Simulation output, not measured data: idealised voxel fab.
process module | voxel ribs on slabs
cross-section cut | 240 nm wide | cells 5 nm
A cross-section is a grid of square cells, given in bands from the top down. A band is one or more rows of cells.
Each band's line starts with the height of the band's top and of its bottom, in nm. Then come its materials from left to right, each with its width in nm. One material with "throughout" fills the band from edge to edge. "air" is empty space.
Height 0 is the level under which the wafer as received is all one material. The lowest band goes on downwards, as in "0 down".
A width such as "30 to 40" changes by the same amount from each row of cells to the next, from the band's top row to its bottom row.
"no change" after a step means that no cell of the cross-section changed.
closed voids: empty space of 8 cells or more with no open way to the top, each as width x height at its distance from the left edge, in nm
after a step's settings: what the simulator itself notes on the step
overlay nm, on a step with a mask: how far to the right of its planned place the mask lay; to the left if negative
plan
1 op RECEIVE | material Si
2 op DIRECTIONAL_DEP | material SiO2 | thk nm 30
3 op DIRECTIONAL_DEP | material SiN | thk nm 25
4 op DIRECTIONAL_DEP | material aC | thk nm 10
5 op PATTERN | tone cover | mask id RIB | material resist | width nm 25 | thk nm 25 | overlay nm 0
6 op DIRECTIONAL_ETCH | etch materials aC | depth nm 10
7 op STRIP | etch materials resist
8 op DIRECTIONAL_ETCH | etch materials SiN | depth nm 10
9 op STRIP | etch materials aC
10 op PATTERN | tone cover | mask id SLAB | material resist | width nm 85 | thk nm 20 | overlay nm 0
11 op DIRECTIONAL_ETCH | etch materials SiN | depth nm 15
12 op STRIP | etch materials resist
13 op FILL_DEP | material SiO2 | thk nm 30
14 op CMP | height nm 75
15 op DIRECTIONAL_DEP | material W | thk nm 10
16 op DIRECTIONAL_DEP | material aC | thk nm 15
17 op PATTERN | tone cover | mask id HEATER | material resist | width nm 35 | thk nm 35 | overlay nm 0
18 op DIRECTIONAL_ETCH | etch materials aC | depth nm 15
19 op STRIP | etch materials resist
20 op DIRECTIONAL_ETCH | etch materials W | depth nm 10
21 op STRIP | etch materials aC
22 op CONFORMAL_DEP | material SiN | thk nm 10
first wafer, as planned
as received, after step 1
  0 down: Si throughout
  closed voids: none
after step 2
  30 to 0: SiO2 throughout
  below 0: unchanged
after step 3
  55 to 30: SiN throughout
  below 30: unchanged
after step 4
  65 to 55: aC throughout
  below 55: unchanged
after step 5
  90 to 65: air 105 | resist 25 | air 110
  below 65: unchanged
after step 6
  80 to 65: air 105 | resist 25 | air 110
  65 to 55: air 105 | aC 25 | air 110
  below 55: unchanged
after step 7
  65 to 55: air 105 | aC 25 | air 110
  below 55: unchanged
after step 8
  65 to 55: air 105 | aC 25 | air 110
  55 to 45: air 105 | SiN 25 | air 110
  below 45: unchanged
after step 9
  55 to 45: air 105 | SiN 25 | air 110
  below 45: unchanged
after step 10
  75 to 55: air 75 | resist 85 | air 80
  55 to 45: air 75 | resist 30 | SiN 25 | resist 30 | air 80
  below 45: unchanged
after step 11
  75 to 55: air 75 | resist 85 | air 80
  55 to 45: air 75 | resist 30 | SiN 25 | resist 30 | air 80
  45 to 30: air 75 | SiN 85 | air 80
  below 30: unchanged
after step 12
  55 to 45: air 105 | SiN 25 | air 110
  below 45: unchanged
after step 13
  85 to 55: SiO2 throughout
  55 to 45: SiO2 105 | SiN 25 | SiO2 110
  45 to 30: SiO2 75 | SiN 85 | SiO2 80
  below 30: unchanged
after step 14
  75 to 55: SiO2 throughout
  below 55: unchanged
after step 15
  85 to 75: W throughout
  below 75: unchanged
after step 16
  100 to 85: aC throughout
  below 85: unchanged
after step 17
  135 to 100: air 100 | resist 35 | air 105
  below 100: unchanged
after step 18
  120 to 100: air 100 | resist 35 | air 105
  100 to 85: air 100 | aC 35 | air 105
  below 85: unchanged
after step 19
  100 to 85: air 100 | aC 35 | air 105
  below 85: unchanged
after step 20
  100 to 85: air 100 | aC 35 | air 105
  85 to 75: air 100 | W 35 | air 105
  below 75: unchanged
after step 21
  85 to 75: air 100 | W 35 | air 105
  below 75: unchanged
after step 22
  95 to 85: air 90 | SiN 55 | air 95
  85 to 75: SiN 100 | W 35 | SiN 105
  below 75: unchanged
second wafer: like start, like plan, one mistake. Through step 15 it matches the first wafer
when step 16 should have ended
  100 to 85: SiN throughout
  below 85: unchanged
when step 17 should have ended
  135 to 100: air 100 | resist 35 | air 105
  below 100: unchanged
when step 18 should have ended
  120 to 100: air 100 | resist 35 | air 105
  below 100: unchanged
when step 19 should have ended
  100 to 85: SiN throughout
  below 85: unchanged
when step 20 should have ended: no change
when step 21 should have ended: no change
when step 22 should have ended
  110 to 85: SiN throughout
  below 85: unchanged
what went wrong: step 16 ran as: op DIRECTIONAL_DEP | material SiN | thk nm 15
at the end the second wafer has, in cells: 136 more of SiN | 82 more of W
